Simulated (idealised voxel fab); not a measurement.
Process module heading - voxel gate over fins
We display cut, a cross-section 170 nm in width whose square cells are each 5 nm.
Bands, listed from the top down, are how a cross-section gets written in this document; the cross-section itself is a grid of square cells, and a band is one or more rows of them.
The entry gives the band's vertical extent as a top height and a bottom height in nm, then its horizontal make-up as materials from left to right, each with a width in nm. "air" stands for empty space; a single material marked "everywhere" fills the band edge to edge.
Height 0 is the level under which the wafer as received is all one material. The lowest band goes on downwards, as in "from 0 down".
Per-row width for "30 to 40": begins at first number (top row of band), ends at second number (bottom row), increment between rows held constant.
What does "all unchanged" mean for a step? It means no cell of the cross-section changed in that step.
"Closed void inventory" - sealed voids, min. 8 cells, no opening to top; format: width x height at distance (distance from left edge; nm throughout).
The remark found on a step's line after its settings is issued by the simulator itself and pertains to that step.
Regarding "overlay nm": on a step with a mask, it is the distance the mask lay to the right of its planned place; a negative value places it to the left.

Process steps - plan
1) RECEIVE | material Si
2) CONFORMAL_DEP | material SiN | thk nm 5
3) DIRECTIONAL_DEP | material aC | thk nm 10
4) PATTERN | tone cover | mask id FINS | material resist | width nm 15 | pitch nm 60 | thk nm 25 | overlay nm 0
5) DIRECTIONAL_ETCH | etch materials aC | depth nm 10
6) STRIP | etch materials resist
7) DIRECTIONAL_ETCH | etch materials SiN | depth nm 5
8) DIRECTIONAL_ETCH | etch materials Si | depth nm 30
9) STRIP | etch materials aC
10) OXIDIZE | depth nm 5
11) FILL_DEP | material SiO2 | thk nm 5
12) CMP | height nm 5
13) DIRECTIONAL_DEP | material aC | thk nm 15
14) PATTERN | tone open | mask id RAIL | material resist | width nm 15 | thk nm 30 | overlay nm 0
15) DIRECTIONAL_ETCH | etch materials aC | depth nm 15
16) STRIP | etch materials resist
17) DIRECTIONAL_ETCH | etch materials SiO2 | depth nm 30
18) STRIP | etch materials aC
19) CONFORMAL_DEP | material TiN | thk nm 5
20) FILL_DEP | material W | thk nm 10
21) CMP | height nm 5
22) SELECTIVE_ETCH | etch materials W Ru TiN | depth nm 25
23) FILL_DEP | material SiO2 | thk nm 5
24) CMP | height nm 5
25) SELECTIVE_ETCH | etch materials SiO2 | depth nm 20
26) STRIP | etch materials SiN
27) CONFORMAL_DEP | material HfO2 | thk nm 5
28) CONFORMAL_DEP | material TiN | thk nm 5
29) FILL_DEP | material W | thk nm 10
30) CMP | height nm 15
31) CONFORMAL_DEP | material SiCN | thk nm 10

First of two wafers, processed according to plan

Cross-section of the incoming wafer, state after step 1
> from 0 down  Si everywhere
> Closed void inventory: none

Cross-section through the wafer, step 2 finished
> from 5 to 0  SiN everywhere
> Below 0, the layers are the same as they were.

Cross-section through the wafer, step 3 finished
> from 15 to 5  aC everywhere
> Below 5, the layers are the same as they were.

Cross-section through the wafer, step 4 finished
> from 40 to 15  air 15 nm / resist 15 nm / air 45 nm / resist 15 nm / air 45 nm / resist 15 nm / air 20 nm
> Below 15, the layers are the same as they were.

Cross-section through the wafer, step 5 finished
> from 30 to 15  air 15 nm / resist 15 nm / air 45 nm / resist 15 nm / air 45 nm / resist 15 nm / air 20 nm
> from 15 to 5  air 15 nm / aC 15 nm / air 45 nm / aC 15 nm / air 45 nm / aC 15 nm / air 20 nm
> Below 5, the layers are the same as they were.

Cross-section through the wafer, step 6 finished
> from 15 to 5  air 15 nm / aC 15 nm / air 45 nm / aC 15 nm / air 45 nm / aC 15 nm / air 20 nm
> Below 5, the layers are the same as they were.

Cross-section through the wafer, step 7 finished
> from 15 to 5  air 15 nm / aC 15 nm / air 45 nm / aC 15 nm / air 45 nm / aC 15 nm / air 20 nm
> from 5 to 0  air 15 nm / SiN 15 nm / air 45 nm / SiN 15 nm / air 45 nm / SiN 15 nm / air 20 nm
> Below 0, the layers are the same as they were.

Cross-section through the wafer, step 8 finished
> from 15 to 5  air 15 nm / aC 15 nm / air 45 nm / aC 15 nm / air 45 nm / aC 15 nm / air 20 nm
> from 5 to 0  air 15 nm / SiN 15 nm / air 45 nm / SiN 15 nm / air 45 nm / SiN 15 nm / air 20 nm
> from 0 to -30  air 15 nm / Si 15 nm / air 45 nm / Si 15 nm / air 45 nm / Si 15 nm / air 20 nm
> Below -30, the layers are the same as they were.

Cross-section through the wafer, step 9 finished
> from 5 to 0  air 15 nm / SiN 15 nm / air 45 nm / SiN 15 nm / air 45 nm / SiN 15 nm / air 20 nm
> Below 0, the layers are the same as they were.

Cross-section through the wafer, step 10 finished
> from 5 to 0  air 15 nm / SiN 15 nm / air 45 nm / SiN 15 nm / air 45 nm / SiN 15 nm / air 20 nm
> from 0 to -30  air 15 nm / SiO2 5 nm / Si 5 nm / SiO2 5 nm / air 45 nm / SiO2 5 nm / Si 5 nm / SiO2 5 nm / air 45 nm / SiO2 5 nm / Si 5 nm / SiO2 5 nm / air 20 nm
> from -30 to -35  SiO2 20 nm / Si 5 nm / SiO2 55 nm / Si 5 nm / SiO2 55 nm / Si 5 nm / SiO2 25 nm
> Below -35, the layers are the same as they were.

Cross-section through the wafer, step 11 finished
> from 10 to 5  SiO2 everywhere
> from 5 to 0  SiO2 15 nm / SiN 15 nm / SiO2 45 nm / SiN 15 nm / SiO2 45 nm / SiN 15 nm / SiO2 20 nm
> from 0 to -35  SiO2 20 nm / Si 5 nm / SiO2 55 nm / Si 5 nm / SiO2 55 nm / Si 5 nm / SiO2 25 nm
> Below -35, the layers are the same as they were.

Cross-section through the wafer, step 12 finished
> from 5 to 0  SiO2 15 nm / SiN 15 nm / SiO2 45 nm / SiN 15 nm / SiO2 45 nm / SiN 15 nm / SiO2 20 nm
> Below 0, the layers are the same as they were.

Cross-section through the wafer, step 13 finished
> from 20 to 5  aC everywhere
> Below 5, the layers are the same as they were.

Cross-section through the wafer, step 14 finished
> from 50 to 20  resist 45 nm / air 15 nm / resist 110 nm
> Below 20, the layers are the same as they were.

Cross-section through the wafer, step 15 finished
> from 35 to 20  resist 45 nm / air 15 nm / resist 110 nm
> from 20 to 5  aC 45 nm / air 15 nm / aC 110 nm
> Below 5, the layers are the same as they were.

Cross-section through the wafer, step 16 finished
> from 20 to 5  aC 45 nm / air 15 nm / aC 110 nm
> Below 5, the layers are the same as they were.

Cross-section through the wafer, step 17 finished
> from 20 to 5  aC 45 nm / air 15 nm / aC 110 nm
> from 5 to 0  SiO2 15 nm / SiN 15 nm / SiO2 15 nm / air 15 nm / SiO2 15 nm / SiN 15 nm / SiO2 45 nm / SiN 15 nm / SiO2 20 nm
> from 0 to -25  SiO2 20 nm / Si 5 nm / SiO2 20 nm / air 15 nm / SiO2 20 nm / Si 5 nm / SiO2 55 nm / Si 5 nm / SiO2 25 nm
> Below -25, the layers are the same as they were.

Cross-section through the wafer, step 18 finished
> from 5 to 0  SiO2 15 nm / SiN 15 nm / SiO2 15 nm / air 15 nm / SiO2 15 nm / SiN 15 nm / SiO2 45 nm / SiN 15 nm / SiO2 20 nm
> Below 0, the layers are the same as they were.

Cross-section through the wafer, step 19 finished
> from 10 to 5  TiN 50 nm / air 5 nm / TiN 115 nm
> from 5 to 0  SiO2 15 nm / SiN 15 nm / SiO2 15 nm / TiN 5 nm / air 5 nm / TiN 5 nm / SiO2 15 nm / SiN 15 nm / SiO2 45 nm / SiN 15 nm / SiO2 20 nm
> from 0 to -20  SiO2 20 nm / Si 5 nm / SiO2 20 nm / TiN 5 nm / air 5 nm / TiN 5 nm / SiO2 20 nm / Si 5 nm / SiO2 55 nm / Si 5 nm / SiO2 25 nm
> from -20 to -25  SiO2 20 nm / Si 5 nm / SiO2 20 nm / TiN 15 nm / SiO2 20 nm / Si 5 nm / SiO2 55 nm / Si 5 nm / SiO2 25 nm
> Below -25, the layers are the same as they were.

Cross-section through the wafer, step 20 finished
> from 20 to 10  W everywhere
> from 10 to 5  TiN 50 nm / W 5 nm / TiN 115 nm
> from 5 to 0  SiO2 15 nm / SiN 15 nm / SiO2 15 nm / TiN 5 nm / W 5 nm / TiN 5 nm / SiO2 15 nm / SiN 15 nm / SiO2 45 nm / SiN 15 nm / SiO2 20 nm
> from 0 to -20  SiO2 20 nm / Si 5 nm / SiO2 20 nm / TiN 5 nm / W 5 nm / TiN 5 nm / SiO2 20 nm / Si 5 nm / SiO2 55 nm / Si 5 nm / SiO2 25 nm
> Below -20, the layers are the same as they were.

Cross-section through the wafer, step 21 finished
> from 5 to 0  SiO2 15 nm / SiN 15 nm / SiO2 15 nm / TiN 5 nm / W 5 nm / TiN 5 nm / SiO2 15 nm / SiN 15 nm / SiO2 45 nm / SiN 15 nm / SiO2 20 nm
> Below 0, the layers are the same as they were.

Cross-section through the wafer, step 22 finished
> from 5 to 0  SiO2 15 nm / SiN 15 nm / SiO2 15 nm / air 15 nm / SiO2 15 nm / SiN 15 nm / SiO2 45 nm / SiN 15 nm / SiO2 20 nm
> from 0 to -20  SiO2 20 nm / Si 5 nm / SiO2 20 nm / air 15 nm / SiO2 20 nm / Si 5 nm / SiO2 55 nm / Si 5 nm / SiO2 25 nm
> Below -20, the layers are the same as they were.

Cross-section through the wafer, step 23 finished
> from 10 to 5  SiO2 everywhere
> from 5 to 0  SiO2 15 nm / SiN 15 nm / SiO2 45 nm / SiN 15 nm / SiO2 45 nm / SiN 15 nm / SiO2 20 nm
> from 0 to -20  SiO2 20 nm / Si 5 nm / SiO2 55 nm / Si 5 nm / SiO2 55 nm / Si 5 nm / SiO2 25 nm
> Below -20, the layers are the same as they were.

Cross-section through the wafer, step 24 finished
> from 5 to 0  SiO2 15 nm / SiN 15 nm / SiO2 45 nm / SiN 15 nm / SiO2 45 nm / SiN 15 nm / SiO2 20 nm
> Below 0, the layers are the same as they were.

Cross-section through the wafer, step 25 finished
> from 5 to 0  air 15 nm / SiN 15 nm / air 45 nm / SiN 15 nm / air 45 nm / SiN 15 nm / air 20 nm
> from 0 to -15  air 20 nm / Si 5 nm / air 55 nm / Si 5 nm / air 55 nm / Si 5 nm / air 25 nm
> Below -15, the layers are the same as they were.

Cross-section through the wafer, step 26 finished
> from 0 to -15  air 20 nm / Si 5 nm / air 55 nm / Si 5 nm / air 55 nm / Si 5 nm / air 25 nm
> Below -15, the layers are the same as they were.

Cross-section through the wafer, step 27 finished
> from 5 to 0  air 15 nm / HfO2 15 nm / air 45 nm / HfO2 15 nm / air 45 nm / HfO2 15 nm / air 20 nm
> from 0 to -10  air 15 nm / HfO2 5 nm / Si 5 nm / HfO2 5 nm / air 45 nm / HfO2 5 nm / Si 5 nm / HfO2 5 nm / air 45 nm / HfO2 5 nm / Si 5 nm / HfO2 5 nm / air 20 nm
> from -10 to -15  HfO2 20 nm / Si 5 nm / HfO2 55 nm / Si 5 nm / HfO2 55 nm / Si 5 nm / HfO2 25 nm
> Below -15, the layers are the same as they were.

Cross-section through the wafer, step 28 finished
> from 10 to 5  air 10 nm / TiN 25 nm / air 35 nm / TiN 25 nm / air 35 nm / TiN 25 nm / air 15 nm
> from 5 to 0  air 10 nm / TiN 5 nm / HfO2 15 nm / TiN 5 nm / air 35 nm / TiN 5 nm / HfO2 15 nm / TiN 5 nm / air 35 nm / TiN 5 nm / HfO2 15 nm / TiN 5 nm / air 15 nm
> from 0 to -5  air 10 nm / TiN 5 nm / HfO2 5 nm / Si 5 nm / HfO2 5 nm / TiN 5 nm / air 35 nm / TiN 5 nm / HfO2 5 nm / Si 5 nm / HfO2 5 nm / TiN 5 nm / air 35 nm / TiN 5 nm / HfO2 5 nm / Si 5 nm / HfO2 5 nm / TiN 5 nm / air 15 nm
> from -5 to -10  TiN 15 nm / HfO2 5 nm / Si 5 nm / HfO2 5 nm / TiN 45 nm / HfO2 5 nm / Si 5 nm / HfO2 5 nm / TiN 45 nm / HfO2 5 nm / Si 5 nm / HfO2 5 nm / TiN 20 nm
> Below -10, the layers are the same as they were.

Cross-section through the wafer, step 29 finished
> from 20 to 10  W everywhere
> from 10 to 5  W 10 nm / TiN 25 nm / W 35 nm / TiN 25 nm / W 35 nm / TiN 25 nm / W 15 nm
> from 5 to 0  W 10 nm / TiN 5 nm / HfO2 15 nm / TiN 5 nm / W 35 nm / TiN 5 nm / HfO2 15 nm / TiN 5 nm / W 35 nm / TiN 5 nm / HfO2 15 nm / TiN 5 nm / W 15 nm
> from 0 to -5  W 10 nm / TiN 5 nm / HfO2 5 nm / Si 5 nm / HfO2 5 nm / TiN 5 nm / W 35 nm / TiN 5 nm / HfO2 5 nm / Si 5 nm / HfO2 5 nm / TiN 5 nm / W 35 nm / TiN 5 nm / HfO2 5 nm / Si 5 nm / HfO2 5 nm / TiN 5 nm / W 15 nm
> Below -5, the layers are the same as they were.

Cross-section through the wafer, step 30 finished
> from 15 to 10  W everywhere
> Below 10, the layers are the same as they were.

Cross-section through the wafer, step 31 finished
> from 25 to 15  SiCN everywhere
> Below 15, the layers are the same as they were.

second wafer: like start, like plan, one mistake. Through step 3 it matches the first wafer

The second wafer cut through, at the time step 4 was supposed to be finished
> from 40 to 15  resist 15 nm / air 15 nm / resist 45 nm / air 15 nm / resist 45 nm / air 15 nm / resist 20 nm
> Below 15, the layers are the same as they were.

The second wafer cut through, at the time step 5 was supposed to be finished
> from 30 to 15  resist 15 nm / air 15 nm / resist 45 nm / air 15 nm / resist 45 nm / air 15 nm / resist 20 nm
> from 15 to 5  aC 15 nm / air 15 nm / aC 45 nm / air 15 nm / aC 45 nm / air 15 nm / aC 20 nm
> Below 5, the layers are the same as they were.

The second wafer cut through, at the time step 6 was supposed to be finished
> from 15 to 5  aC 15 nm / air 15 nm / aC 45 nm / air 15 nm / aC 45 nm / air 15 nm / aC 20 nm
> Below 5, the layers are the same as they were.

The second wafer cut through, at the time step 7 was supposed to be finished
> from 15 to 5  aC 15 nm / air 15 nm / aC 45 nm / air 15 nm / aC 45 nm / air 15 nm / aC 20 nm
> from 5 to 0  SiN 15 nm / air 15 nm / SiN 45 nm / air 15 nm / SiN 45 nm / air 15 nm / SiN 20 nm
> Below 0, the layers are the same as they were.

The second wafer cut through, at the time step 8 was supposed to be finished
> from 15 to 5  aC 15 nm / air 15 nm / aC 45 nm / air 15 nm / aC 45 nm / air 15 nm / aC 20 nm
> from 5 to 0  SiN 15 nm / air 15 nm / SiN 45 nm / air 15 nm / SiN 45 nm / air 15 nm / SiN 20 nm
> from 0 to -30  Si 15 nm / air 15 nm / Si 45 nm / air 15 nm / Si 45 nm / air 15 nm / Si 20 nm
> Below -30, the layers are the same as they were.

The second wafer cut through, at the time step 9 was supposed to be finished
> from 5 to 0  SiN 15 nm / air 15 nm / SiN 45 nm / air 15 nm / SiN 45 nm / air 15 nm / SiN 20 nm
> Below 0, the layers are the same as they were.

The second wafer cut through, at the time step 10 was supposed to be finished
> from 5 to 0  SiN 15 nm / air 15 nm / SiN 45 nm / air 15 nm / SiN 45 nm / air 15 nm / SiN 20 nm
> from 0 to -30  Si 10 nm / SiO2 5 nm / air 15 nm / SiO2 5 nm / Si 35 nm / SiO2 5 nm / air 15 nm / SiO2 5 nm / Si 35 nm / SiO2 5 nm / air 15 nm / SiO2 5 nm / Si 15 nm
> from -30 to -35  Si 10 nm / SiO2 25 nm / Si 35 nm / SiO2 25 nm / Si 35 nm / SiO2 25 nm / Si 15 nm
> Below -35, the layers are the same as they were.

The second wafer cut through, at the time step 11 was supposed to be finished
> from 10 to 5  SiO2 everywhere
> from 5 to 0  SiN 15 nm / SiO2 15 nm / SiN 45 nm / SiO2 15 nm / SiN 45 nm / SiO2 15 nm / SiN 20 nm
> from 0 to -35  Si 10 nm / SiO2 25 nm / Si 35 nm / SiO2 25 nm / Si 35 nm / SiO2 25 nm / Si 15 nm
> Below -35, the layers are the same as they were.

The second wafer cut through, at the time step 12 was supposed to be finished
> from 5 to 0  SiN 15 nm / SiO2 15 nm / SiN 45 nm / SiO2 15 nm / SiN 45 nm / SiO2 15 nm / SiN 20 nm
> Below 0, the layers are the same as they were.

The second wafer cut through, at the time step 13 was supposed to be finished
> from 20 to 5  aC everywhere
> Below 5, the layers are the same as they were.

The second wafer cut through, at the time step 14 was supposed to be finished
> from 50 to 20  resist 45 nm / air 15 nm / resist 110 nm
> Below 20, the layers are the same as they were.

The second wafer cut through, at the time step 15 was supposed to be finished
> from 35 to 20  resist 45 nm / air 15 nm / resist 110 nm
> from 20 to 5  aC 45 nm / air 15 nm / aC 110 nm
> Below 5, the layers are the same as they were.

The second wafer cut through, at the time step 16 was supposed to be finished
> from 20 to 5  aC 45 nm / air 15 nm / aC 110 nm
> Below 5, the layers are the same as they were.

The second wafer cut through, at the time step 17 was supposed to be finished: all unchanged

The second wafer cut through, at the time step 18 was supposed to be finished
> from 5 to 0  SiN 15 nm / SiO2 15 nm / SiN 45 nm / SiO2 15 nm / SiN 45 nm / SiO2 15 nm / SiN 20 nm
> Below 0, the layers are the same as they were.

The second wafer cut through, at the time step 19 was supposed to be finished
> from 10 to 5  TiN everywhere
> Below 5, the layers are the same as they were.

The second wafer cut through, at the time step 20 was supposed to be finished
> from 20 to 10  W everywhere
> Below 10, the layers are the same as they were.

The second wafer cut through, at the time step 21 was supposed to be finished
> from 5 to 0  SiN 15 nm / SiO2 15 nm / SiN 45 nm / SiO2 15 nm / SiN 45 nm / SiO2 15 nm / SiN 20 nm
> Below 0, the layers are the same as they were.

The second wafer cut through, at the time step 22 was supposed to be finished: all unchanged

The second wafer cut through, at the time step 23 was supposed to be finished
> from 10 to 5  SiO2 everywhere
> Below 5, the layers are the same as they were.

The second wafer cut through, at the time step 24 was supposed to be finished
> from 5 to 0  SiN 15 nm / SiO2 15 nm / SiN 45 nm / SiO2 15 nm / SiN 45 nm / SiO2 15 nm / SiN 20 nm
> Below 0, the layers are the same as they were.

The second wafer cut through, at the time step 25 was supposed to be finished
> from 5 to 0  SiN 15 nm / air 15 nm / SiN 45 nm / air 15 nm / SiN 45 nm / air 15 nm / SiN 20 nm
> from 0 to -15  Si 10 nm / air 25 nm / Si 35 nm / air 25 nm / Si 35 nm / air 25 nm / Si 15 nm
> Below -15, the layers are the same as they were.

The second wafer cut through, at the time step 26 was supposed to be finished
> from 0 to -15  Si 10 nm / air 25 nm / Si 35 nm / air 25 nm / Si 35 nm / air 25 nm / Si 15 nm
> Below -15, the layers are the same as they were.

The second wafer cut through, at the time step 27 was supposed to be finished
> from 5 to 0  HfO2 15 nm / air 15 nm / HfO2 45 nm / air 15 nm / HfO2 45 nm / air 15 nm / HfO2 20 nm
> from 0 to -10  Si 10 nm / HfO2 5 nm / air 15 nm / HfO2 5 nm / Si 35 nm / HfO2 5 nm / air 15 nm / HfO2 5 nm / Si 35 nm / HfO2 5 nm / air 15 nm / HfO2 5 nm / Si 15 nm
> from -10 to -15  Si 10 nm / HfO2 25 nm / Si 35 nm / HfO2 25 nm / Si 35 nm / HfO2 25 nm / Si 15 nm
> Below -15, the layers are the same as they were.

The second wafer cut through, at the time step 28 was supposed to be finished
> from 10 to 5  TiN 20 nm / air 5 nm / TiN 55 nm / air 5 nm / TiN 55 nm / air 5 nm / TiN 25 nm
> from 5 to 0  HfO2 15 nm / TiN 5 nm / air 5 nm / TiN 5 nm / HfO2 45 nm / TiN 5 nm / air 5 nm / TiN 5 nm / HfO2 45 nm / TiN 5 nm / air 5 nm / TiN 5 nm / HfO2 20 nm
> from 0 to -5  Si 10 nm / HfO2 5 nm / TiN 5 nm / air 5 nm / TiN 5 nm / HfO2 5 nm / Si 35 nm / HfO2 5 nm / TiN 5 nm / air 5 nm / TiN 5 nm / HfO2 5 nm / Si 35 nm / HfO2 5 nm / TiN 5 nm / air 5 nm / TiN 5 nm / HfO2 5 nm / Si 15 nm
> from -5 to -10  Si 10 nm / HfO2 5 nm / TiN 15 nm / HfO2 5 nm / Si 35 nm / HfO2 5 nm / TiN 15 nm / HfO2 5 nm / Si 35 nm / HfO2 5 nm / TiN 15 nm / HfO2 5 nm / Si 15 nm
> Below -10, the layers are the same as they were.

The second wafer cut through, at the time step 29 was supposed to be finished
> from 20 to 10  W everywhere
> from 10 to 5  TiN 20 nm / W 5 nm / TiN 55 nm / W 5 nm / TiN 55 nm / W 5 nm / TiN 25 nm
> from 5 to 0  HfO2 15 nm / TiN 5 nm / W 5 nm / TiN 5 nm / HfO2 45 nm / TiN 5 nm / W 5 nm / TiN 5 nm / HfO2 45 nm / TiN 5 nm / W 5 nm / TiN 5 nm / HfO2 20 nm
> from 0 to -5  Si 10 nm / HfO2 5 nm / TiN 5 nm / W 5 nm / TiN 5 nm / HfO2 5 nm / Si 35 nm / HfO2 5 nm / TiN 5 nm / W 5 nm / TiN 5 nm / HfO2 5 nm / Si 35 nm / HfO2 5 nm / TiN 5 nm / W 5 nm / TiN 5 nm / HfO2 5 nm / Si 15 nm
> Below -5, the layers are the same as they were.

The second wafer cut through, at the time step 30 was supposed to be finished
> from 15 to 10  W everywhere
> Below 10, the layers are the same as they were.

The second wafer cut through, at the time step 31 was supposed to be finished
> from 25 to 15  SiCN everywhere
> Below 15, the layers are the same as they were.
Deviation noted in wafer processing: in deviation from the planned setting, step 4 was conducted as PATTERN | tone open | mask id FINS | material resist | width nm 15 | pitch nm 60 | thk nm 25 | overlay nm 0
Looking at both finished wafers in cells, the second ends up ahead of or behind the first on some materials: 112 more of Si, 61 fewer of SiO2, 3 fewer of TiN, 48 fewer of W
